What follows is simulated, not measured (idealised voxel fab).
The process module presented herein is designated voxel capacitor over wiring.
Section cut is 255 nm wide and gridded with 5 nm square cells.
Cross-section layout: square cells on a grid; listed as bands, top to bottom; a band spans one or more cell rows. The entry gives the band's vertical extent as a top height and a bottom height in nm, then its horizontal make-up as materials from left to right, each with a width in nm. "air" stands for empty space; a single material marked "full width" fills the band edge to edge. Measure heights from 0. That's the level where, below it, the as-received wafer is all one material. The lowest band is bottomless and extends downward; write it as in "0 down". Think of "30->40" as a width that walks from the first number to the second as you go down the band, top row to bottom row, taking equal-sized steps from row to row. The designation "no alterations made", where it is given for a processing step, indicates that no cell of the cross-section was altered in the course of that step. The list in "Closed voids list" covers empty spaces of 8 cells or more that cannot reach the top through any open way, and it gives each as width x height at distance; the distance is from the left edge, and width, height and distance are in nm. If you see something after the settings on a step's line, that's the simulator's own remark about that step. Each step line may optionally specify "overlay nm", which for a step with a mask gives the rightward distance between the mask's planned place and where it lay, a negative value indicating the leftward direction.
## The process steps that were planned are listed below
1 RECEIVE,material Si
2 CONFORMAL_DEP,material SiO2,thk nm 15
3 DIRECTIONAL_DEP,material TiN,thk nm 5
4 DIRECTIONAL_DEP,material Ru,thk nm 25
5 MASKED_ETCH,tone cover,mask id METAL_1,width nm 20,pitch nm 85,etch materials Ru,depth nm 25,overlay nm 0
6 MASKED_ETCH,tone cover,mask id METAL_1,width nm 20,pitch nm 85,etch materials TiN,depth nm 5,overlay nm 0
7 FILL_DEP,material SiO2,thk nm 10
8 CMP,height nm 45
9 CONFORMAL_DEP,material SiCN,thk nm 5
10 DIRECTIONAL_DEP,material SiO2,thk nm 20
11 DIRECTIONAL_DEP,material aC,thk nm 10
12 PATTERN,tone open,mask id PLUG_1,material resist,width nm 15,thk nm 30,overlay nm 0
13 DIRECTIONAL_ETCH,etch materials aC,depth nm 10
14 STRIP,etch materials resist
15 DIRECTIONAL_ETCH,etch materials SiO2,depth nm 20
16 DIRECTIONAL_ETCH,etch materials SiCN,depth nm 5
17 STRIP,etch materials aC
18 EPI,material Ru,thk nm 10
19 EPI,material Ru,thk nm 10
20 EPI,material Ru,thk nm 5
21 DIRECTIONAL_DEP,material TiN,thk nm 5
22 DIRECTIONAL_DEP,material HfO2,thk nm 5
23 DIRECTIONAL_DEP,material TiN,thk nm 5
24 MASKED_ETCH,tone cover,mask id UPPER_PLATE,width nm 70,etch materials TiN,depth nm 5,overlay nm 0
25 MASKED_ETCH,tone cover,mask id UPPER_PLATE,width nm 70,etch materials HfO2,depth nm 5,overlay nm 0
26 MASKED_ETCH,tone cover,mask id LOWER_PLATE,width nm 80,etch materials TiN,depth nm 5,overlay nm 0
27 FILL_DEP,material SiO2,thk nm 15
28 CMP,height nm 95
29 PATTERN,tone open,mask id PLUG_2,material resist,width nm 15,thk nm 15,overlay nm 0
30 DIRECTIONAL_ETCH,etch materials SiO2,depth nm 10
31 STRIP,etch materials resist
32 CONFORMAL_DEP,material TiN,thk nm 5
33 FILL_DEP,material Ru,thk nm 10
34 CMP,height nm 95
35 CONFORMAL_DEP,material SiCN,thk nm 5
## First of two wafers, processed according to plan
## Cross-section of the wafer at receipt, which is the condition after step 1
  0 down | Si full width
  Closed voids list: none
## Cross-section of the wafer after step 2
  15 to 0 | SiO2 full width
  Note: structure below 0 unchanged.
## Cross-section of the wafer after step 3
  20 to 15 | TiN full width
  Note: structure below 15 unchanged.
## Cross-section of the wafer after step 4
  45 to 20 | Ru full width
  Note: structure below 20 unchanged.
## Cross-section of the wafer after step 5
  45 to 20 | 75 air / 20 Ru / 65 air / 20 Ru / 75 air
  Note: structure below 20 unchanged.
## Cross-section of the wafer after step 6
  45 to 20 | 75 air / 20 Ru / 65 air / 20 Ru / 75 air
  20 to 15 | 75 air / 20 TiN / 65 air / 20 TiN / 75 air
  Note: structure below 15 unchanged.
## Cross-section of the wafer after step 7
  55 to 45 | SiO2 full width
  45 to 20 | 75 SiO2 / 20 Ru / 65 SiO2 / 20 Ru / 75 SiO2
  20 to 15 | 75 SiO2 / 20 TiN / 65 SiO2 / 20 TiN / 75 SiO2
  Note: structure below 15 unchanged.
## Cross-section of the wafer after step 8
  45 to 20 | 75 SiO2 / 20 Ru / 65 SiO2 / 20 Ru / 75 SiO2
  Note: structure below 20 unchanged.
## Cross-section of the wafer after step 9
  50 to 45 | SiCN full width
  Note: structure below 45 unchanged.
## Cross-section of the wafer after step 10
  70 to 50 | SiO2 full width
  Note: structure below 50 unchanged.
## Cross-section of the wafer after step 11
  80 to 70 | aC full width
  Note: structure below 70 unchanged.
## Cross-section of the wafer after step 12
  110 to 80 | 80 resist / 15 air / 160 resist
  Note: structure below 80 unchanged.
## Cross-section of the wafer after step 13
  100 to 80 | 80 resist / 15 air / 160 resist
  80 to 70 | 80 aC / 15 air / 160 aC
  Note: structure below 70 unchanged.
## Cross-section of the wafer after step 14
  80 to 70 | 80 aC / 15 air / 160 aC
  Note: structure below 70 unchanged.
## Cross-section of the wafer after step 15
  80 to 70 | 80 aC / 15 air / 160 aC
  70 to 50 | 80 SiO2 / 15 air / 160 SiO2
  Note: structure below 50 unchanged.
## Cross-section of the wafer after step 16
  80 to 70 | 80 aC / 15 air / 160 aC
  70 to 50 | 80 SiO2 / 15 air / 160 SiO2
  50 to 45 | 80 SiCN / 15 air / 160 SiCN
  Note: structure below 45 unchanged.
## Cross-section of the wafer after step 17
  70 to 50 | 80 SiO2 / 15 air / 160 SiO2
  Note: structure below 50 unchanged.
## Cross-section of the wafer after step 18
  70 to 55 | 80 SiO2 / 15 air / 160 SiO2
  55 to 50 | 80 SiO2 / 15 Ru / 160 SiO2
  50 to 45 | 80 SiCN / 15 Ru / 160 SiCN
  Note: structure below 45 unchanged.
## Cross-section of the wafer after step 19
  70 to 65 | 80 SiO2 / 15 air / 160 SiO2
  65 to 50 | 80 SiO2 / 15 Ru / 160 SiO2
  Note: structure below 50 unchanged.
## Cross-section of the wafer after step 20
  70 to 50 | 80 SiO2 / 15 Ru / 160 SiO2
  Note: structure below 50 unchanged.
## Cross-section of the wafer after step 21
  75 to 70 | TiN full width
  Note: structure below 70 unchanged.
## Cross-section of the wafer after step 22
  80 to 75 | HfO2 full width
  Note: structure below 75 unchanged.
## Cross-section of the wafer after step 23
  85 to 80 | TiN full width
  Note: structure below 80 unchanged.
## Cross-section of the wafer after step 24
  85 to 80 | 80 air / 70 TiN / 105 air
  Note: structure below 80 unchanged.
## Cross-section of the wafer after step 25
  85 to 80 | 80 air / 70 TiN / 105 air
  80 to 75 | 80 air / 70 HfO2 / 105 air
  Note: structure below 75 unchanged.
## Cross-section of the wafer after step 26
  85 to 80 | 80 air / 70 TiN / 105 air
  80 to 75 | 80 air / 70 HfO2 / 105 air
  75 to 70 | 75 air / 80 TiN / 100 air
  Note: structure below 70 unchanged.
## Cross-section of the wafer after step 27
  100 to 85 | SiO2 full width
  85 to 80 | 80 SiO2 / 70 TiN / 105 SiO2
  80 to 75 | 80 SiO2 / 70 HfO2 / 105 SiO2
  75 to 70 | 75 SiO2 / 80 TiN / 100 SiO2
  Note: structure below 70 unchanged.
## Cross-section of the wafer after step 28
  95 to 85 | SiO2 full width
  Note: structure below 85 unchanged.
## Cross-section of the wafer after step 29
  110 to 95 | 90 resist / 15 air / 150 resist
  Note: structure below 95 unchanged.
## Cross-section of the wafer after step 30
  110 to 95 | 90 resist / 15 air / 150 resist
  95 to 85 | 90 SiO2 / 15 air / 150 SiO2
  Note: structure below 85 unchanged.
## Cross-section of the wafer after step 31
  95 to 85 | 90 SiO2 / 15 air / 150 SiO2
  Note: structure below 85 unchanged.
## Cross-section of the wafer after step 32
  100 to 95 | 95 TiN / 5 air / 155 TiN
  95 to 90 | 90 SiO2 / 5 TiN / 5 air / 5 TiN / 150 SiO2
  90 to 80 | 90->80 SiO2 / 15->70 TiN / 150->105 SiO2
  Note: structure below 80 unchanged.
## Cross-section of the wafer after step 33
  110 to 100 | Ru full width
  100 to 95 | 95 TiN / 5 Ru / 155 TiN
  95 to 90 | 90 SiO2 / 5 TiN / 5 Ru / 5 TiN / 150 SiO2
  Note: structure below 90 unchanged.
## Cross-section of the wafer after step 34
  95 to 90 | 90 SiO2 / 5 TiN / 5 Ru / 5 TiN / 150 SiO2
  Note: structure below 90 unchanged.
## Cross-section of the wafer after step 35
  100 to 95 | SiCN full width
  Note: structure below 95 unchanged.
## Second wafer, same starting conditions and recipe as the first, one mistake in executing it, nothing differs from the first up to and including step 21
## Cross-section of the second wafer at the time step 22 of the plan should have ended
  80 to 70 | TiN full width
  Note: structure below 70 unchanged.
## Cross-section of the second wafer at the time step 23 of the plan should have ended
  85 to 80 | HfO2 full width
  Note: structure below 80 unchanged.
Cross-section of the second wafer at the time step 24 of the plan should have ended: no alterations made
## Cross-section of the second wafer at the time step 25 of the plan should have ended
  85 to 80 | 80 air / 70 HfO2 / 105 air
  Note: structure below 80 unchanged.
## Cross-section of the second wafer at the time step 26 of the plan should have ended
  85 to 80 | 80 air / 70 HfO2 / 105 air
  80 to 75 | 75 air / 80 TiN / 100 air
  Note: structure below 75 unchanged.
## Cross-section of the second wafer at the time step 27 of the plan should have ended
  100 to 85 | SiO2 full width
  85 to 80 | 80 SiO2 / 70 HfO2 / 105 SiO2
  80 to 75 | 75 SiO2 / 80 TiN / 100 SiO2
  Note: structure below 75 unchanged.
## Cross-section of the second wafer at the time step 28 of the plan should have ended
  95 to 85 | SiO2 full width
  Note: structure below 85 unchanged.
## Cross-section of the second wafer at the time step 29 of the plan should have ended
  110 to 95 | 90 resist / 15 air / 150 resist
  Note: structure below 95 unchanged.
## Cross-section of the second wafer at the time step 30 of the plan should have ended
  110 to 95 | 90 resist / 15 air / 150 resist
  95 to 85 | 90 SiO2 / 15 air / 150 SiO2
  Note: structure below 85 unchanged.
## Cross-section of the second wafer at the time step 31 of the plan should have ended
  95 to 85 | 90 SiO2 / 15 air / 150 SiO2
  Note: structure below 85 unchanged.
## Cross-section of the second wafer at the time step 32 of the plan should have ended
  100 to 95 | 95 TiN / 5 air / 155 TiN
  95 to 90 | 90 SiO2 / 5 TiN / 5 air / 5 TiN / 150 SiO2
  90 to 85 | 90 SiO2 / 15 TiN / 150 SiO2
  Note: structure below 85 unchanged.
## Cross-section of the second wafer at the time step 33 of the plan should have ended
  110 to 100 | Ru full width
  100 to 95 | 95 TiN / 5 Ru / 155 TiN
  95 to 90 | 90 SiO2 / 5 TiN / 5 Ru / 5 TiN / 150 SiO2
  Note: structure below 90 unchanged.
## Cross-section of the second wafer at the time step 34 of the plan should have ended
  95 to 90 | 90 SiO2 / 5 TiN / 5 Ru / 5 TiN / 150 SiO2
  Note: structure below 90 unchanged.
## Cross-section of the second wafer at the time step 35 of the plan should have ended
  100 to 95 | SiCN full width
  Note: structure below 95 unchanged.
What broke from the plan during processing? step 22 ran in the slot meant for step 23, and vice versa
Cell-count delta at end, second wafer over first, by material: SiO2: 37 fewer, TiN: 37 more
